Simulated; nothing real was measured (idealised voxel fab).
process module | voxel self aligned vias
cross-section cut | 210 nm wide | cells 5 nm
A cross-section is a grid of square cells, given in bands from the top down. A band is one or more rows of cells.
Each band's line starts with the height of the band's top and of its bottom, in nm. Then come its materials from left to right, each with its width in nm. One material with "throughout" fills the band from edge to edge. "air" is empty space.
Height 0 is the level under which the wafer as received is all one material. The lowest band goes on downwards, as in "0 down".
A width such as "30 to 40" changes by the same amount from each row of cells to the next, from the band's top row to its bottom row.
"no change" after a step means that no cell of the cross-section changed.
closed voids: empty space of 8 cells or more with no open way to the top, each as width x height at its distance from the left edge, in nm
after a step's settings: what the simulator itself notes on the step
overlay nm, on a step with a mask: how far to the right of its planned place the mask lay; to the left if negative
Each pair below shows a cross-section before one step and the cross-section after it, down to the lowest band that changed. The line under each pair gives the step between them, with its settings. The pairs can come from different runs of this module on the same starting wafer, so a pair continues from the pair above only where its "before" says so.
before
  0 down: Si throughout
  closed voids: none
after
  10 to 0: SiO2 throughout
  below 0: unchanged
  closed voids: none
the step between: op CONFORMAL_DEP | material SiO2 | thk nm 10
before: the cross-section after the pair above
after
  15 to 10: SiCN throughout
  below 10: unchanged
  closed voids: none
the step between: op CONFORMAL_DEP | material SiCN | thk nm 5
before: the cross-section after the pair above
after
  45 to 15: SiO2 throughout
  below 15: unchanged
  closed voids: none
the step between: op DIRECTIONAL_DEP | material SiO2 | thk nm 30
before: the cross-section after the pair above
after
  60 to 45: resist 30 | air 20 | resist 45 | air 20 | resist 45 | air 20 | resist 30
  below 45: unchanged
  closed voids: none
the step between: op PATTERN | tone open | mask id LINES | material resist | width nm 20 | pitch nm 65 | thk nm 15 | overlay nm 0
before: the cross-section after the pair above
after
  60 to 45: resist 30 | air 20 | resist 45 | air 20 | resist 45 | air 20 | resist 30
  45 to 15: SiO2 30 | air 20 | SiO2 45 | air 20 | SiO2 45 | air 20 | SiO2 30
  below 15: unchanged
  closed voids: none
the step between: op DIRECTIONAL_ETCH | etch materials SiO2 | depth nm 30
before: the cross-section after the pair above
after
  45 to 15: SiO2 30 | air 20 | SiO2 45 | air 20 | SiO2 45 | air 20 | SiO2 30
  below 15: unchanged
  closed voids: none
the step between: op STRIP | etch materials resist
before: the cross-section after the pair above
after
  50 to 45: TiN 35 | air 10 | TiN 55 | air 10 | TiN 55 | air 10 | TiN 35
  45 to 20: SiO2 30 | TiN 5 | air 10 | TiN 5 | SiO2 45 | TiN 5 | air 10 | TiN 5 | SiO2 45 | TiN 5 | air 10 | TiN 5 | SiO2 30
  20 to 15: SiO2 30 | TiN 20 | SiO2 45 | TiN 20 | SiO2 45 | TiN 20 | SiO2 30
  below 15: unchanged
  closed voids: none
the step between: op CONFORMAL_DEP | material TiN | thk nm 5
before: the cross-section after the pair above
after
  55 to 50: W throughout
  50 to 45: TiN 35 | W 10 | TiN 55 | W 10 | TiN 55 | W 10 | TiN 35
  45 to 20: SiO2 30 | TiN 5 | W 10 | TiN 5 | SiO2 45 | TiN 5 | W 10 | TiN 5 | SiO2 45 | TiN 5 | W 10 | TiN 5 | SiO2 30
  below 20: unchanged
  closed voids: none
the step between: op FILL_DEP | material W | thk nm 5
before: the cross-section after the pair above
after
  45 to 20: SiO2 30 | TiN 5 | W 10 | TiN 5 | SiO2 45 | TiN 5 | W 10 | TiN 5 | SiO2 45 | TiN 5 | W 10 | TiN 5 | SiO2 30
  below 20: unchanged
  closed voids: none
the step between: op CMP | height nm 45
before: the cross-section after the pair above
after
  45 to 40: SiO2 30 | air 20 | SiO2 45 | air 20 | SiO2 45 | air 20 | SiO2 30
  below 40: unchanged
  closed voids: none
the step between: op SELECTIVE_ETCH | etch materials W Ru TiN | depth nm 5
before: the cross-section after the pair above
after
  50 to 45: SiN throughout
  45 to 40: SiO2 30 | SiN 20 | SiO2 45 | SiN 20 | SiO2 45 | SiN 20 | SiO2 30
  below 40: unchanged
  closed voids: none
the step between: op FILL_DEP | material SiN | thk nm 5
before: the cross-section after the pair above
after
  45 to 40: SiO2 30 | SiN 20 | SiO2 45 | SiN 20 | SiO2 45 | SiN 20 | SiO2 30
  below 40: unchanged
  closed voids: none
the step between: op CMP | height nm 45
before: the cross-section after the pair above
after
  65 to 45: SiO2 throughout
  below 45: unchanged
  closed voids: none
the step between: op DIRECTIONAL_DEP | material SiO2 | thk nm 20
before: the cross-section after the pair above
after
  75 to 65: aC throughout
  below 65: unchanged
  closed voids: none
the step between: op DIRECTIONAL_DEP | material aC | thk nm 10
before: the cross-section after the pair above
after
  105 to 75: resist 20 | air 40 | resist 90 | air 40 | resist 20
  below 75: unchanged
  closed voids: none
the step between: op PATTERN | tone open | mask id VIAS | material resist | width nm 40 | pitch nm 130 | thk nm 30 | overlay nm 0
before: the cross-section after the pair above
after
  95 to 75: resist 20 | air 40 | resist 90 | air 40 | resist 20
  75 to 65: aC 20 | air 40 | aC 90 | air 40 | aC 20
  below 65: unchanged
  closed voids: none
the step between: op DIRECTIONAL_ETCH | etch materials aC | depth nm 10
before: the cross-section after the pair above
after
  75 to 65: aC 20 | air 40 | aC 90 | air 40 | aC 20
  below 65: unchanged
  closed voids: none
the step between: op STRIP | etch materials resist
before: the cross-section after the pair above
after
  75 to 65: aC 20 | air 40 | aC 90 | air 40 | aC 20
  65 to 45: SiO2 20 | air 40 | SiO2 90 | air 40 | SiO2 20
  below 45: unchanged
  closed voids: none
the step between: op DIRECTIONAL_ETCH | etch materials SiO2 | depth nm 20
before: the cross-section after the pair above
after
  75 to 65: aC 20 | air 40 | aC 90 | air 40 | aC 20
  65 to 45: SiO2 20 | air 40 | SiO2 90 | air 40 | SiO2 20
  45 to 40: SiO2 30 | air 20 | SiO2 45 | SiN 20 | SiO2 45 | air 20 | SiO2 30
  below 40: unchanged
  closed voids: none
the step between: op DIRECTIONAL_ETCH | etch materials SiN | depth nm 5
before: the cross-section after the pair above
after
  65 to 45: SiO2 20 | air 40 | SiO2 90 | air 40 | SiO2 20
  below 45: unchanged
  closed voids: none
the step between: op STRIP | etch materials aC
before: the cross-section after the pair above
after
  70 to 65: TiN 25 | air 30 | TiN 100 | air 30 | TiN 25
  65 to 50: SiO2 20 | TiN 5 | air 30 | TiN 5 | SiO2 90 | TiN 5 | air 30 | TiN 5 | SiO2 20
  50 to 45: SiO2 20 | TiN 15 | air 10 | TiN 15 | SiO2 90 | TiN 15 | air 10 | TiN 15 | SiO2 20
  45 to 40: SiO2 30 | TiN 20 | SiO2 45 | SiN 20 | SiO2 45 | TiN 20 | SiO2 30
  below 40: unchanged
  closed voids: none
the step between: op CONFORMAL_DEP | material TiN | thk nm 5
before: the cross-section after the pair above
after
  75 to 70: Cu throughout
  70 to 65: TiN 25 | Cu 30 | TiN 100 | Cu 30 | TiN 25
  65 to 50: SiO2 20 | TiN 5 | Cu 30 | TiN 5 | SiO2 90 | TiN 5 | Cu 30 | TiN 5 | SiO2 20
  50 to 45: SiO2 20 | TiN 15 | Cu 10 | TiN 15 | SiO2 90 | TiN 15 | Cu 10 | TiN 15 | SiO2 20
  below 45: unchanged
  closed voids: none
the step between: op FILL_DEP | material Cu | thk nm 5
before: the cross-section after the pair above
after
  65 to 50: SiO2 20 | TiN 5 | Cu 30 | TiN 5 | SiO2 90 | TiN 5 | Cu 30 | TiN 5 | SiO2 20
  below 50: unchanged
  closed voids: none
the step between: op CMP | height nm 65
before: the cross-section after the pair above
after
  70 to 65: SiCN throughout
  below 65: unchanged
  closed voids: none
the step between: op CONFORMAL_DEP | material SiCN | thk nm 5
before
  0 down: Si throughout
  closed voids: none
after
  5 to 0: SiCN throughout
  below 0: unchanged
  closed voids: none
the step between: op CONFORMAL_DEP | material SiCN | thk nm 5
before: the cross-section after the pair above
after
  35 to 5: SiO2 throughout
  below 5: unchanged
  closed voids: none
the step between: op DIRECTIONAL_DEP | material SiO2 | thk nm 30
before: the cross-section after the pair above
after
  50 to 35: resist 30 | air 20 | resist 45 | air 20 | resist 45 | air 20 | resist 30
  below 35: unchanged
  closed voids: none
the step between: op PATTERN | tone open | mask id LINES | material resist | width nm 20 | pitch nm 65 | thk nm 15 | overlay nm 0
before: the cross-section after the pair above
after
  50 to 35: resist 30 | air 20 | resist 45 | air 20 | resist 45 | air 20 | resist 30
  35 to 5: SiO2 30 | air 20 | SiO2 45 | air 20 | SiO2 45 | air 20 | SiO2 30
  below 5: unchanged
  closed voids: none
the step between: op DIRECTIONAL_ETCH | etch materials SiO2 | depth nm 30
before: the cross-section after the pair above
after
  35 to 5: SiO2 30 | air 20 | SiO2 45 | air 20 | SiO2 45 | air 20 | SiO2 30
  below 5: unchanged
  closed voids: none
the step between: op STRIP | etch materials resist
before: the cross-section after the pair above
after
  40 to 35: TiN 35 | air 10 | TiN 55 | air 10 | TiN 55 | air 10 | TiN 35
  35 to 10: SiO2 30 | TiN 5 | air 10 | TiN 5 | SiO2 45 | TiN 5 | air 10 | TiN 5 | SiO2 45 | TiN 5 | air 10 | TiN 5 | SiO2 30
  10 to 5: SiO2 30 | TiN 20 | SiO2 45 | TiN 20 | SiO2 45 | TiN 20 | SiO2 30
  below 5: unchanged
  closed voids: none
the step between: op CONFORMAL_DEP | material TiN | thk nm 5
before: the cross-section after the pair above
after
  45 to 40: W throughout
  40 to 35: TiN 35 | W 10 | TiN 55 | W 10 | TiN 55 | W 10 | TiN 35
  35 to 10: SiO2 30 | TiN 5 | W 10 | TiN 5 | SiO2 45 | TiN 5 | W 10 | TiN 5 | SiO2 45 | TiN 5 | W 10 | TiN 5 | SiO2 30
  below 10: unchanged
  closed voids: none
the step between: op FILL_DEP | material W | thk nm 5
before: the cross-section after the pair above
after
  40 to 35: TiN 35 | W 10 | TiN 55 | W 10 | TiN 55 | W 10 | TiN 35
  below 35: unchanged
  closed voids: none
the step between: op SELECTIVE_ETCH | etch materials W Ru TiN | depth nm 5
before: the cross-section after the pair above
after
  45 to 40: SiN throughout
  below 40: unchanged
  closed voids: none
the step between: op FILL_DEP | material SiN | thk nm 5
before: the cross-section after the pair above
after
  65 to 45: SiO2 throughout
  below 45: unchanged
  closed voids: none
the step between: op DIRECTIONAL_DEP | material SiO2 | thk nm 20
before: the cross-section after the pair above
after
  75 to 65: aC throughout
  below 65: unchanged
  closed voids: none
the step between: op DIRECTIONAL_DEP | material aC | thk nm 10
before: the cross-section after the pair above
after
  105 to 75: resist 20 | air 40 | resist 90 | air 40 | resist 20
  below 75: unchanged
  closed voids: none
the step between: op PATTERN | tone open | mask id VIAS | material resist | width nm 40 | pitch nm 130 | thk nm 30 | overlay nm 0
before: the cross-section after the pair above
after
  95 to 75: resist 20 | air 40 | resist 90 | air 40 | resist 20
  75 to 65: aC 20 | air 40 | aC 90 | air 40 | aC 20
  below 65: unchanged
  closed voids: none
the step between: op DIRECTIONAL_ETCH | etch materials aC | depth nm 10
before: the cross-section after the pair above
after
  75 to 65: aC 20 | air 40 | aC 90 | air 40 | aC 20
  below 65: unchanged
  closed voids: none
the step between: op STRIP | etch materials resist
before: the cross-section after the pair above
after
  75 to 65: aC 20 | air 40 | aC 90 | air 40 | aC 20
  65 to 45: SiO2 20 | air 40 | SiO2 90 | air 40 | SiO2 20
  below 45: unchanged
  closed voids: none
the step between: op DIRECTIONAL_ETCH | etch materials SiO2 | depth nm 20
before: the cross-section after the pair above
after
  75 to 65: aC 20 | air 40 | aC 90 | air 40 | aC 20
  65 to 45: SiO2 20 | air 40 | SiO2 90 | air 40 | SiO2 20
  45 to 40: SiN 20 | air 40 | SiN 90 | air 40 | SiN 20
  below 40: unchanged
  closed voids: none
the step between: op DIRECTIONAL_ETCH | etch materials SiN | depth nm 5
before: the cross-section after the pair above
after
  65 to 45: SiO2 20 | air 40 | SiO2 90 | air 40 | SiO2 20
  below 45: unchanged
  closed voids: none
the step between: op STRIP | etch materials aC
before: the cross-section after the pair above
after
  70 to 65: TiN 25 | air 30 | TiN 100 | air 30 | TiN 25
  65 to 45: SiO2 20 | TiN 5 | air 30 | TiN 5 | SiO2 90 | TiN 5 | air 30 | TiN 5 | SiO2 20
  45 to 40: SiN 20 | TiN 40 | SiN 90 | TiN 40 | SiN 20
  below 40: unchanged
  closed voids: none
the step between: op CONFORMAL_DEP | material TiN | thk nm 5
before: the cross-section after the pair above
after
  75 to 70: Cu throughout
  70 to 65: TiN 25 | Cu 30 | TiN 100 | Cu 30 | TiN 25
  65 to 45: SiO2 20 | TiN 5 | Cu 30 | TiN 5 | SiO2 90 | TiN 5 | Cu 30 | TiN 5 | SiO2 20
  below 45: unchanged
  closed voids: none
the step between: op FILL_DEP | material Cu | thk nm 5
before: the cross-section after the pair above
after
  65 to 45: SiO2 20 | TiN 5 | Cu 30 | TiN 5 | SiO2 90 | TiN 5 | Cu 30 | TiN 5 | SiO2 20
  below 45: unchanged
  closed voids: none
the step between: op CMP | height nm 65
before: the cross-section after the pair above
after
  70 to 65: SiCN throughout
  below 65: unchanged
  closed voids: none
the step between: op CONFORMAL_DEP | material SiCN | thk nm 5
before
  75 to 65: aC 20 | air 40 | aC 90 | air 40 | aC 20
  65 to 45: SiO2 20 | air 40 | SiO2 90 | air 40 | SiO2 20
  45 to 40: SiO2 30 | SiN 20 | SiO2 45 | SiN 20 | SiO2 45 | SiN 20 | SiO2 30
  40 to 20: SiO2 30 | TiN 5 | W 10 | TiN 5 | SiO2 45 | TiN 5 | W 10 | TiN 5 | SiO2 45 | TiN 5 | W 10 | TiN 5 | SiO2 30
  20 to 15: SiO2 30 | TiN 20 | SiO2 45 | TiN 20 | SiO2 45 | TiN 20 | SiO2 30
  15 to 10: SiCN throughout
  10 to 0: SiO2 throughout
  0 down: Si throughout
  closed voids: none
after
  75 to 65: aC 20 | air 40 | aC 90 | air 40 | aC 20
  65 to 45: SiO2 20 | air 40 | SiO2 90 | air 40 | SiO2 20
  45 to 40: SiO2 20 | air 10 | SiN 20 | air 10 | SiO2 35 | SiN 20 | SiO2 35 | air 10 | SiN 20 | air 10 | SiO2 20
  40 to 25: SiO2 20 | air 10 | TiN 5 | W 10 | TiN 5 | air 10 | SiO2 35 | TiN 5 | W 10 | TiN 5 | SiO2 35 | air 10 | TiN 5 | W 10 | TiN 5 | air 10 | SiO2 20
  below 25: unchanged
  closed voids: none
the step between: op DIRECTIONAL_ETCH | etch materials SiO2 | depth nm 20
before: the cross-section after the pair above
after
  75 to 65: aC 20 | air 40 | aC 90 | air 40 | aC 20
  65 to 45: SiO2 20 | air 40 | SiO2 90 | air 40 | SiO2 20
  45 to 40: SiO2 20 | air 40 | SiO2 35 | SiN 20 | SiO2 35 | air 40 | SiO2 20
  below 40: unchanged
  closed voids: none
the step between: op DIRECTIONAL_ETCH | etch materials SiN | depth nm 5
before: the cross-section after the pair above
after
  65 to 45: SiO2 20 | air 40 | SiO2 90 | air 40 | SiO2 20
  below 45: unchanged
  closed voids: none
the step between: op STRIP | etch materials aC
before: the cross-section after the pair above
after
  70 to 65: TiN 25 | air 30 | TiN 100 | air 30 | TiN 25
  65 to 45: SiO2 20 | TiN 5 | air 30 | TiN 5 | SiO2 90 | TiN 5 | air 30 | TiN 5 | SiO2 20
  45 to 40: SiO2 20 | TiN 40 | SiO2 35 | SiN 20 | SiO2 35 | TiN 40 | SiO2 20
  40 to 25: SiO2 20 | TiN 15 | W 10 | TiN 15 | SiO2 35 | TiN 5 | W 10 | TiN 5 | SiO2 35 | TiN 15 | W 10 | TiN 15 | SiO2 20
  below 25: unchanged
  closed voids: none
the step between: op CONFORMAL_DEP | material TiN | thk nm 5
before: the cross-section after the pair above
after
  75 to 70: Cu throughout
  70 to 65: TiN 25 | Cu 30 | TiN 100 | Cu 30 | TiN 25
  65 to 45: SiO2 20 | TiN 5 | Cu 30 | TiN 5 | SiO2 90 | TiN 5 | Cu 30 | TiN 5 | SiO2 20
  below 45: unchanged
  closed voids: none
the step between: op FILL_DEP | material Cu | thk nm 5
before: the cross-section after the pair above
after
  65 to 45: SiO2 20 | TiN 5 | Cu 30 | TiN 5 | SiO2 90 | TiN 5 | Cu 30 | TiN 5 | SiO2 20
  below 45: unchanged
  closed voids: none
the step between: op CMP | height nm 65
before: the cross-section after the pair above
after
  70 to 65: SiCN throughout
  below 65: unchanged
  closed voids: none
the step between: op CONFORMAL_DEP | material SiCN | thk nm 5
before
  5 to 0: SiCN throughout
  0 down: Si throughout
  closed voids: none
after
  15 to 5: SiO2 throughout
  below 5: unchanged
  closed voids: none
the step between: op CONFORMAL_DEP | material SiO2 | thk nm 10
before: the cross-section after the pair above
after
  45 to 5: SiO2 throughout
  below 5: unchanged
  closed voids: none
the step between: op DIRECTIONAL_DEP | material SiO2 | thk nm 30
before: the cross-section after the pair above
after
  60 to 45: resist 30 | air 20 | resist 45 | air 20 | resist 45 | air 20 | resist 30
  below 45: unchanged
  closed voids: none
the step between: op PATTERN | tone open | mask id LINES | material resist | width nm 20 | pitch nm 65 | thk nm 15 | overlay nm 0
before: the cross-section after the pair above
after
  60 to 45: resist 30 | air 20 | resist 45 | air 20 | resist 45 | air 20 | resist 30
  45 to 15: SiO2 30 | air 20 | SiO2 45 | air 20 | SiO2 45 | air 20 | SiO2 30
  below 15: unchanged
  closed voids: none
the step between: op DIRECTIONAL_ETCH | etch materials SiO2 | depth nm 30
before: the cross-section after the pair above
after
  45 to 15: SiO2 30 | air 20 | SiO2 45 | air 20 | SiO2 45 | air 20 | SiO2 30
  below 15: unchanged
  closed voids: none
the step between: op STRIP | etch materials resist
before: the cross-section after the pair above
after
  50 to 45: TiN 35 | air 10 | TiN 55 | air 10 | TiN 55 | air 10 | TiN 35
  45 to 20: SiO2 30 | TiN 5 | air 10 | TiN 5 | SiO2 45 | TiN 5 | air 10 | TiN 5 | SiO2 45 | TiN 5 | air 10 | TiN 5 | SiO2 30
  20 to 15: SiO2 30 | TiN 20 | SiO2 45 | TiN 20 | SiO2 45 | TiN 20 | SiO2 30
  below 15: unchanged
  closed voids: none
the step between: op CONFORMAL_DEP | material TiN | thk nm 5
before: the cross-section after the pair above
after
  55 to 50: W throughout
  50 to 45: TiN 35 | W 10 | TiN 55 | W 10 | TiN 55 | W 10 | TiN 35
  45 to 20: SiO2 30 | TiN 5 | W 10 | TiN 5 | SiO2 45 | TiN 5 | W 10 | TiN 5 | SiO2 45 | TiN 5 | W 10 | TiN 5 | SiO2 30
  below 20: unchanged
  closed voids: none
the step between: op FILL_DEP | material W | thk nm 5
before: the cross-section after the pair above
after
  45 to 20: SiO2 30 | TiN 5 | W 10 | TiN 5 | SiO2 45 | TiN 5 | W 10 | TiN 5 | SiO2 45 | TiN 5 | W 10 | TiN 5 | SiO2 30
  below 20: unchanged
  closed voids: none
the step between: op CMP | height nm 45
before: the cross-section after the pair above
after
  45 to 40: SiO2 30 | air 20 | SiO2 45 | air 20 | SiO2 45 | air 20 | SiO2 30
  below 40: unchanged
  closed voids: none
the step between: op SELECTIVE_ETCH | etch materials W Ru TiN | depth nm 5
before: the cross-section after the pair above
after
  50 to 45: SiN throughout
  45 to 40: SiO2 30 | SiN 20 | SiO2 45 | SiN 20 | SiO2 45 | SiN 20 | SiO2 30
  below 40: unchanged
  closed voids: none
the step between: op FILL_DEP | material SiN | thk nm 5
before: the cross-section after the pair above
after
  45 to 40: SiO2 30 | SiN 20 | SiO2 45 | SiN 20 | SiO2 45 | SiN 20 | SiO2 30
  below 40: unchanged
  closed voids: none
the step between: op CMP | height nm 45
before: the cross-section after the pair above
after
  65 to 45: SiO2 throughout
  below 45: unchanged
  closed voids: none
the step between: op DIRECTIONAL_DEP | material SiO2 | thk nm 20
before: the cross-section after the pair above
after
  75 to 65: aC throughout
  below 65: unchanged
  closed voids: none
the step between: op DIRECTIONAL_DEP | material aC | thk nm 10
before: the cross-section after the pair above
after
  105 to 75: resist 20 | air 40 | resist 90 | air 40 | resist 20
  below 75: unchanged
  closed voids: none
the step between: op PATTERN | tone open | mask id VIAS | material resist | width nm 40 | pitch nm 130 | thk nm 30 | overlay nm 0
before: the cross-section after the pair above
after
  95 to 75: resist 20 | air 40 | resist 90 | air 40 | resist 20
  75 to 65: aC 20 | air 40 | aC 90 | air 40 | aC 20
  below 65: unchanged
  closed voids: none
the step between: op DIRECTIONAL_ETCH | etch materials aC | depth nm 10
before: the cross-section after the pair above
after
  75 to 65: aC 20 | air 40 | aC 90 | air 40 | aC 20
  below 65: unchanged
  closed voids: none
the step between: op STRIP | etch materials resist
before: the cross-section after the pair above
after
  75 to 65: aC 20 | air 40 | aC 90 | air 40 | aC 20
  65 to 45: SiO2 20 | air 40 | SiO2 90 | air 40 | SiO2 20
  below 45: unchanged
  closed voids: none
the step between: op DIRECTIONAL_ETCH | etch materials SiO2 | depth nm 20
before: the cross-section after the pair above
after
  75 to 65: aC 20 | air 40 | aC 90 | air 40 | aC 20
  65 to 45: SiO2 20 | air 40 | SiO2 90 | air 40 | SiO2 20
  45 to 40: SiO2 30 | air 20 | SiO2 45 | SiN 20 | SiO2 45 | air 20 | SiO2 30
  below 40: unchanged
  closed voids: none
the step between: op DIRECTIONAL_ETCH | etch materials SiN | depth nm 5
before: the cross-section after the pair above
after
  65 to 45: SiO2 20 | air 40 | SiO2 90 | air 40 | SiO2 20
  below 45: unchanged
  closed voids: none
the step between: op STRIP | etch materials aC
before: the cross-section after the pair above
after
  70 to 65: TiN 25 | air 30 | TiN 100 | air 30 | TiN 25
  65 to 50: SiO2 20 | TiN 5 | air 30 | TiN 5 | SiO2 90 | TiN 5 | air 30 | TiN 5 | SiO2 20
  50 to 45: SiO2 20 | TiN 15 | air 10 | TiN 15 | SiO2 90 | TiN 15 | air 10 | TiN 15 | SiO2 20
  45 to 40: SiO2 30 | TiN 20 | SiO2 45 | SiN 20 | SiO2 45 | TiN 20 | SiO2 30
  below 40: unchanged
  closed voids: none
the step between: op CONFORMAL_DEP | material TiN | thk nm 5
before: the cross-section after the pair above
after
  75 to 70: Cu throughout
  70 to 65: TiN 25 | Cu 30 | TiN 100 | Cu 30 | TiN 25
  65 to 50: SiO2 20 | TiN 5 | Cu 30 | TiN 5 | SiO2 90 | TiN 5 | Cu 30 | TiN 5 | SiO2 20
  50 to 45: SiO2 20 | TiN 15 | Cu 10 | TiN 15 | SiO2 90 | TiN 15 | Cu 10 | TiN 15 | SiO2 20
  below 45: unchanged
  closed voids: none
the step between: op FILL_DEP | material Cu | thk nm 5
before: the cross-section after the pair above
after
  65 to 50: SiO2 20 | TiN 5 | Cu 30 | TiN 5 | SiO2 90 | TiN 5 | Cu 30 | TiN 5 | SiO2 20
  below 50: unchanged
  closed voids: none
the step between: op CMP | height nm 65
before: the cross-section after the pair above
after
  70 to 65: SiCN throughout
  below 65: unchanged
  closed voids: none
the step between: op CONFORMAL_DEP | material SiCN | thk nm 5
before
  15 to 10: SiCN throughout
  10 to 0: SiO2 throughout
  0 down: Si throughout
  closed voids: none
after
  40 to 15: SiO2 throughout
  below 15: unchanged
  closed voids: none
the step between: op DIRECTIONAL_DEP | material SiO2 | thk nm 25
before: the cross-section after the pair above
after
  55 to 40: resist 30 | air 20 | resist 45 | air 20 | resist 45 | air 20 | resist 30
  below 40: unchanged
  closed voids: none
the step between: op PATTERN | tone open | mask id LINES | material resist | width nm 20 | pitch nm 65 | thk nm 15 | overlay nm 0
before: the cross-section after the pair above
after
  55 to 40: resist 30 | air 20 | resist 45 | air 20 | resist 45 | air 20 | resist 30
  40 to 15: SiO2 30 | air 20 | SiO2 45 | air 20 | SiO2 45 | air 20 | SiO2 30
  below 15: unchanged
  closed voids: none
the step between: op DIRECTIONAL_ETCH | etch materials SiO2 | depth nm 30
before: the cross-section after the pair above
after
  40 to 15: SiO2 30 | air 20 | SiO2 45 | air 20 | SiO2 45 | air 20 | SiO2 30
  below 15: unchanged
  closed voids: none
the step between: op STRIP | etch materials resist
before: the cross-section after the pair above
after
  45 to 40: TiN 35 | air 10 | TiN 55 | air 10 | TiN 55 | air 10 | TiN 35
  40 to 20: SiO2 30 | TiN 5 | air 10 | TiN 5 | SiO2 45 | TiN 5 | air 10 | TiN 5 | SiO2 45 | TiN 5 | air 10 | TiN 5 | SiO2 30
  20 to 15: SiO2 30 | TiN 20 | SiO2 45 | TiN 20 | SiO2 45 | TiN 20 | SiO2 30
  below 15: unchanged
  closed voids: none
the step between: op CONFORMAL_DEP | material TiN | thk nm 5
before: the cross-section after the pair above
after
  50 to 45: W throughout
  45 to 40: TiN 35 | W 10 | TiN 55 | W 10 | TiN 55 | W 10 | TiN 35
  40 to 20: SiO2 30 | TiN 5 | W 10 | TiN 5 | SiO2 45 | TiN 5 | W 10 | TiN 5 | SiO2 45 | TiN 5 | W 10 | TiN 5 | SiO2 30
  below 20: unchanged
  closed voids: none
the step between: op FILL_DEP | material W | thk nm 5
before: the cross-section after the pair above
after
  45 to 40: TiN 35 | W 10 | TiN 55 | W 10 | TiN 55 | W 10 | TiN 35
  below 40: unchanged
  closed voids: none
the step between: op CMP | height nm 45
before: the cross-section after the pair above
after
  40 to 20: SiO2 30 | TiN 5 | W 10 | TiN 5 | SiO2 45 | TiN 5 | W 10 | TiN 5 | SiO2 45 | TiN 5 | W 10 | TiN 5 | SiO2 30
  below 20: unchanged
  closed voids: none
the step between: op SELECTIVE_ETCH | etch materials W Ru TiN | depth nm 5
before: the cross-section after the pair above
after
  45 to 40: SiN throughout
  below 40: unchanged
  closed voids: none
the step between: op FILL_DEP | material SiN | thk nm 5
before: the cross-section after the pair above
after
  65 to 45: SiO2 throughout
  below 45: unchanged
  closed voids: none
the step between: op DIRECTIONAL_DEP | material SiO2 | thk nm 20
before: the cross-section after the pair above
after
  75 to 65: aC throughout
  below 65: unchanged
  closed voids: none
the step between: op DIRECTIONAL_DEP | material aC | thk nm 10
before: the cross-section after the pair above
after
  105 to 75: resist 20 | air 40 | resist 90 | air 40 | resist 20
  below 75: unchanged
  closed voids: none
the step between: op PATTERN | tone open | mask id VIAS | material resist | width nm 40 | pitch nm 130 | thk nm 30 | overlay nm 0
before: the cross-section after the pair above
after
  95 to 75: resist 20 | air 40 | resist 90 | air 40 | resist 20
  75 to 65: aC 20 | air 40 | aC 90 | air 40 | aC 20
  below 65: unchanged
  closed voids: none
the step between: op DIRECTIONAL_ETCH | etch materials aC | depth nm 10
before: the cross-section after the pair above
after
  75 to 65: aC 20 | air 40 | aC 90 | air 40 | aC 20
  below 65: unchanged
  closed voids: none
the step between: op STRIP | etch materials resist
before: the cross-section after the pair above
after
  75 to 65: aC 20 | air 40 | aC 90 | air 40 | aC 20
  65 to 45: SiO2 20 | air 40 | SiO2 90 | air 40 | SiO2 20
  below 45: unchanged
  closed voids: none
the step between: op DIRECTIONAL_ETCH | etch materials SiO2 | depth nm 20
before: the cross-section after the pair above
after
  75 to 65: aC 20 | air 40 | aC 90 | air 40 | aC 20
  65 to 45: SiO2 20 | air 40 | SiO2 90 | air 40 | SiO2 20
  45 to 40: SiN 20 | air 40 | SiN 90 | air 40 | SiN 20
  below 40: unchanged
  closed voids: none
the step between: op DIRECTIONAL_ETCH | etch materials SiN | depth nm 5
before: the cross-section after the pair above
after
  65 to 45: SiO2 20 | air 40 | SiO2 90 | air 40 | SiO2 20
  below 45: unchanged
  closed voids: none
the step between: op STRIP | etch materials aC
before: the cross-section after the pair above
after
  70 to 65: TiN 25 | air 30 | TiN 100 | air 30 | TiN 25
  65 to 45: SiO2 20 | TiN 5 | air 30 | TiN 5 | SiO2 90 | TiN 5 | air 30 | TiN 5 | SiO2 20
  45 to 40: SiN 20 | TiN 40 | SiN 90 | TiN 40 | SiN 20
  below 40: unchanged
  closed voids: none
the step between: op CONFORMAL_DEP | material TiN | thk nm 5
before: the cross-section after the pair above
after
  75 to 70: Cu throughout
  70 to 65: TiN 25 | Cu 30 | TiN 100 | Cu 30 | TiN 25
  65 to 45: SiO2 20 | TiN 5 | Cu 30 | TiN 5 | SiO2 90 | TiN 5 | Cu 30 | TiN 5 | SiO2 20
  below 45: unchanged
  closed voids: none
the step between: op FILL_DEP | material Cu | thk nm 5
before: the cross-section after the pair above
after
  65 to 45: SiO2 20 | TiN 5 | Cu 30 | TiN 5 | SiO2 90 | TiN 5 | Cu 30 | TiN 5 | SiO2 20
  below 45: unchanged
  closed voids: none
the step between: op CMP | height nm 65
before: the cross-section after the pair above
after
  70 to 65: SiCN throughout
  below 65: unchanged
  closed voids: none
the step between: op CONFORMAL_DEP | material SiCN | thk nm 5
before
  75 to 65: aC throughout
  65 to 45: SiO2 throughout
  45 to 40: SiO2 30 | SiN 20 | SiO2 45 | SiN 20 | SiO2 45 | SiN 20 | SiO2 30
  40 to 20: SiO2 30 | TiN 5 | W 10 | TiN 5 | SiO2 45 | TiN 5 | W 10 | TiN 5 | SiO2 45 | TiN 5 | W 10 | TiN 5 | SiO2 30
  20 to 15: SiO2 30 | TiN 20 | SiO2 45 | TiN 20 | SiO2 45 | TiN 20 | SiO2 30
  15 to 10: SiCN throughout
  10 to 0: SiO2 throughout
  0 down: Si throughout
  closed voids: none
after
  105 to 75: resist 20 | air 45 | resist 85 | air 45 | resist 15
  below 75: unchanged
  closed voids: none
the step between: op PATTERN | tone open | mask id VIAS | material resist | width nm 45 | pitch nm 130 | thk nm 30 | overlay nm 0
before: the cross-section after the pair above
after
  95 to 75: resist 20 | air 45 | resist 85 | air 45 | resist 15
  75 to 65: aC 20 | air 45 | aC 85 | air 45 | aC 15
  below 65: unchanged
  closed voids: none
the step between: op DIRECTIONAL_ETCH | etch materials aC | depth nm 10
before: the cross-section after the pair above
after
  75 to 65: aC 20 | air 45 | aC 85 | air 45 | aC 15
  below 65: unchanged
  closed voids: none
the step between: op STRIP | etch materials resist
before: the cross-section after the pair above
after
  75 to 65: aC 20 | air 45 | aC 85 | air 45 | aC 15
  65 to 45: SiO2 20 | air 45 | SiO2 85 | air 45 | SiO2 15
  below 45: unchanged
  closed voids: none
the step between: op DIRECTIONAL_ETCH | etch materials SiO2 | depth nm 20
before: the cross-section after the pair above
after
  75 to 65: aC 20 | air 45 | aC 85 | air 45 | aC 15
  65 to 45: SiO2 20 | air 45 | SiO2 85 | air 45 | SiO2 15
  45 to 40: SiO2 30 | air 20 | SiO2 45 | SiN 20 | SiO2 45 | air 20 | SiO2 30
  below 40: unchanged
  closed voids: none
the step between: op DIRECTIONAL_ETCH | etch materials SiN | depth nm 5
